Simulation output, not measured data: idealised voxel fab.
Proc. module: voxel quadruple lines
Displayed cross-section: cut, width of 300 nm, square cells sized 5 nm.
If you're reading a cross-section in this doc, picture square cells in a grid; it comes to you as bands, top ones listed first down to the bottom, and a band can be one or more rows of cells. Band: top height; bottom height; in nm. Then, left to right: material with width in nm, for each material. "throughout": a single material spanning edge to edge. "air": empty space. Where do heights start? At 0: under that level the wafer as delivered is made of one material only. And the lowest band has no floor; it just carries on downward, as in "from 0 down". A two-number width, for instance "30->40", indicates that the width is equal to the first number in the top row of the band and to the second number in the bottom row, and that it changes by a constant amount per row of cells. Reading "no modifications" for a step: not a cell of the cross-section changed in it. Basically, "Fully closed voids" tells you about the enclosed voids: empty spaces with no open way to the top, 8 cells or bigger, each written width x height at distance, where distance is from the left edge, all in nm. Where a step's line continues beyond its settings, the continuation is a remark by the simulator itself on that step. A step line may carry the setting "overlay nm", which, for steps involving a mask, states the distance by which the mask lay to the right of its intended position; negative values denote displacement to the left.

Process steps foreseen in the plan
1 op RECEIVE | material Si
2 op CONFORMAL_DEP | material Al2O3 | thk nm 5
3 op DIRECTIONAL_DEP | material TiN | thk nm 10
4 op DIRECTIONAL_DEP | material polySi | thk nm 15
5 op DIRECTIONAL_DEP | material aC | thk nm 25
6 op PATTERN | tone cover | mask id MANDREL | material resist | width nm 35 | pitch nm 100 | thk nm 30 | overlay nm 0
7 op DIRECTIONAL_ETCH | etch materials aC | depth nm 25
8 op STRIP | etch materials resist
9 op CONFORMAL_DEP | material SiO2 | thk nm 15
10 op DIRECTIONAL_ETCH | etch materials SiO2 | depth nm 15
11 op STRIP | etch materials aC
12 op DIRECTIONAL_ETCH | etch materials polySi | depth nm 15
13 op STRIP | etch materials SiO2
14 op CONFORMAL_DEP | material SiCN | thk nm 10
15 op DIRECTIONAL_ETCH | etch materials SiCN | depth nm 10
16 op STRIP | etch materials polySi
17 op DIRECTIONAL_ETCH | etch materials TiN | depth nm 10
18 op STRIP | etch materials SiCN

Step 1 complete: cross-section of the wafer as received
  from 0 down = Si throughout
  Fully closed voids: none

First of two wafers: cross-section at end of module, run per plan
  from 15 to 5 = air 55  TiN 10  air 15  TiN 10  air 15  TiN 10  air 15  TiN 10  air 15  TiN 10  air 15  TiN 10  air 15  TiN 10  air 15  TiN 10  air 60
  from 5 to 0 = Al2O3 throughout
  from 0 down = Si throughout
  Fully closed voids: none

End-of-module cross-section of the second wafer: identical starting point and process plan to the first, with one processing mistake
  from 15 to 5 = air 60  TiN 10  air 15  TiN 10  air 10  TiN 10  air 15  TiN 10  air 20  TiN 10  air 15  TiN 10  air 10  TiN 10  air 15  TiN 10  air 60
  from 5 to 0 = Al2O3 throughout
  from 0 down = Si throughout
  Fully closed voids: none
What went wrong in running the wafer? not per plan at step 6, really ran op PATTERN | tone cover | mask id MANDREL | material resist | width nm 30 | pitch nm 100 | thk nm 30 | overlay nm 0
Heads up: at the end the two wafers have identical cell counts per material, they're just laid out differently.
